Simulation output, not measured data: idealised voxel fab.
A process module follows: voxel lift off.
Section shown: cut. Width: 235 nm. Cell size: 5 nm, square.
Cross-section, as written here: a square-cell grid given band by band from the top down, where a band holds one or more rows of cells. Look at the band entry: it leads with the top's height and the bottom's height in nm. Then it lists the materials left to right, with a width in nm for each. The word "edge to edge" on a single material says that material fills the band edge to edge. The word "empty" is empty space. For the purposes of this specification, 0 denotes the height below which the wafer in its as-received condition is composed wholly of one material, and the lowermost band, lacking a lower limit, extends downward without end, as expressed in "top 0, no bottom". With a width like "30 to 40", each row of cells in the band differs from the next by the same amount, the top row carrying the first number and the bottom row the second. It should be understood that the words "no modifications", when stated for a given step, signify that the cross-section underwent no change in any of its cells during that step. Entry "Sealed internal voids" = empty spaces >= 8 cells with no open way to the top; each as width x height at distance, distance from left edge, all nm. Formally, on a step line, whatever follows the settings is a remark that the simulator itself makes on the step. overlay nm: mask right of planned place by this much (step with mask). Neg. = left.

**Planned process steps**
| 1 | RECEIVE [material Si] |
| 2 | CONFORMAL_DEP [material SiN] [thk nm 15] |
| 3 | PATTERN [tone open] [mask id LINES] [material resist] [width nm 15] [pitch nm 30] [thk nm 20] [overlay nm 0] |
| 4 | DIRECTIONAL_DEP [material Ru] [thk nm 10] |
| 5 | STRIP [etch materials resist] |
| 6 | CONFORMAL_DEP [material SiCN] [thk nm 10] |

**As-received state of the wafer in cross-section, equivalent to post-step 1**
top 0, no bottom  Si edge to edge
Sealed internal voids: none

**End-of-module cross-section. Starting structure and process plan as above; one mistake made in running it**
top 35, bottom 25  empty=80 | SiCN=95 | empty=60
top 25, bottom 15  SiCN=90 | Ru=15 | SiCN=15 | Ru=15 | SiCN=15 | Ru=15 | SiCN=70
top 15, bottom 0  SiN edge to edge
top 0, no bottom  Si edge to edge
Sealed internal voids: none
Finding, execution versus plan: step 3 went in with a setting other than planned; the actual run was PATTERN [tone open] [mask id LINES] [material resist] [width nm 15] [pitch nm 30] [thk nm 20] [overlay nm 10]
